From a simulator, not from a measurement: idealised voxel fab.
Process module in this document: voxel ribs on slabs
Pictured: cross-section cut, 290 nm wide, on a grid of 5 nm square cells.
The cross-sections in this document take the form of a grid made of square cells. They are written out as bands, in order from top to bottom. Each band consists of one or more rows of cells. Per band: top height and bottom height in nm, followed by the left-to-right materials and their widths in nm; "edge to edge" marks a single material spanning edge to edge, "air" marks empty space. Note: height 0 marks the level under which the wafer is uniformly one material as received. Lowest band unbounded below, written "0 nm and below". So if you see something like "30 to 40" for the width, read it as the top row of the band sitting at the first number and the bottom row at the second, with every row in between moving by the same amount as the last. Basically "nothing got changed" means that step didn't change any cell in the cross-section. "Fully closed voids" lists enclosed empty spaces (at least 8 cells, no open path upward to the top), each as width x height at distance from the left edge, in nm. That trailing text on a step's line, after the settings, is the simulator's own remark on the step. overlay nm: on a step with a mask, how far right of its planned place the mask lay; negative means left.
**So here's the lineup of process steps we planned**
1 RECEIVE (material Si)
2 DIRECTIONAL_DEP (material SiO2; thk nm 25)
3 DIRECTIONAL_DEP (material SiN; thk nm 20)
4 PATTERN (tone cover; mask id RIB; material resist; width nm 30; thk nm 15; overlay nm 0)
5 DIRECTIONAL_ETCH (etch materials SiN; depth nm 10)
6 STRIP (etch materials resist)
7 DIRECTIONAL_DEP (material aC; thk nm 15)
8 PATTERN (tone cover; mask id SLAB; material resist; width nm 60; thk nm 30; overlay nm 0)
9 DIRECTIONAL_ETCH (etch materials aC; depth nm 15)
10 STRIP (etch materials resist)
11 DIRECTIONAL_ETCH (etch materials SiN; depth nm 10)
12 STRIP (etch materials aC)
13 FILL_DEP (material SiO2; thk nm 25)
14 CMP (height nm 65)
15 DIRECTIONAL_DEP (material TiN; thk nm 5)
16 PATTERN (tone cover; mask id HEATER; material resist; width nm 40; thk nm 15; overlay nm 0)
17 DIRECTIONAL_ETCH (etch materials TiN; depth nm 5)
18 STRIP (etch materials resist)
19 CONFORMAL_DEP (material SiO2; thk nm 5)
**Cross-sectional view of the wafer in its as-received condition, corresponding to the state after step 1**
  0 nm and below | Si edge to edge
  Fully closed voids: none
**Starting structure and process plan are as shown above, but one mistake was made in running the module; the wafer cross-section at the end of the module follows**
  75 nm to 70 nm | air 110; SiO2 50; air 130
  70 nm to 65 nm | SiO2 115; TiN 40; SiO2 135
  65 nm to 45 nm | SiO2 edge to edge
  45 nm to 35 nm | SiO2 130; SiN 30; SiO2 130
  35 nm to 25 nm | SiO2 115; SiN 60; SiO2 115
  25 nm to 0 nm | SiO2 edge to edge
  0 nm and below | Si edge to edge
  Fully closed voids: none
Run error: step 16 deviated from plan and actually ran as PATTERN (tone cover; mask id HEATER; material resist; width nm 40; thk nm 15; overlay nm -10)
